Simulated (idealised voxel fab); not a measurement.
process module | voxel lift off
cross-section cut | 215 nm wide | cells 5 nm
A cross-section is a grid of square cells, given in bands from the top down. A band is one or more rows of cells.
Each band's line starts with the height of the band's top and of its bottom, in nm. Then come its materials from left to right, each with its width in nm. One material with "throughout" fills the band from edge to edge. "air" is empty space.
Height 0 is the level under which the wafer as received is all one material. The lowest band goes on downwards, as in "0 down".
A width such as "30 to 40" changes by the same amount from each row of cells to the next, from the band's top row to its bottom row.
"no change" after a step means that no cell of the cross-section changed.
closed voids: empty space of 8 cells or more with no open way to the top, each as width x height at its distance from the left edge, in nm
after a step's settings: what the simulator itself notes on the step
overlay nm, on a step with a mask: how far to the right of its planned place the mask lay; to the left if negative
plan
1 op RECEIVE | material Si
2 op CONFORMAL_DEP | material Al2O3 | thk nm 10
3 op PATTERN | tone open | mask id LINES | material resist | width nm 25 | pitch nm 45 | thk nm 25 | overlay nm 0
4 op DIRECTIONAL_DEP | material Ru | thk nm 15
5 op STRIP | etch materials resist
6 op CONFORMAL_DEP | material SiCN | thk nm 5
as received, after step 1
  0 down: Si throughout
  closed voids: none
first wafer at the end, as planned
  30 to 25: air 20 | SiCN 35 | air 10 | SiCN 35 | air 10 | SiCN 35 | air 10 | SiCN 35 | air 25
  25 to 15: air 20 | SiCN 5 | Ru 25 | SiCN 5 | air 10 | SiCN 5 | Ru 25 | SiCN 5 | air 10 | SiCN 5 | Ru 25 | SiCN 5 | air 10 | SiCN 5 | Ru 25 | SiCN 5 | air 25
  15 to 10: SiCN 25 | Ru 25 | SiCN 20 | Ru 25 | SiCN 20 | Ru 25 | SiCN 20 | Ru 25 | SiCN 30
  10 to 0: Al2O3 throughout
  0 down: Si throughout
  closed voids: none
second wafer at the end: like start, like plan, one mistake
  30 to 15: air 20 | SiCN 35 | air 10 | SiCN 35 | air 10 | SiCN 35 | air 10 | SiCN 35 | air 25
  15 to 10: SiCN throughout
  10 to 0: Al2O3 throughout
  0 down: Si throughout
  closed voids: none
what went wrong: step 4 ran as: op DIRECTIONAL_DEP | material SiCN | thk nm 15
at the end the second wafer has, in cells: 60 fewer of Ru | 60 more of SiCN
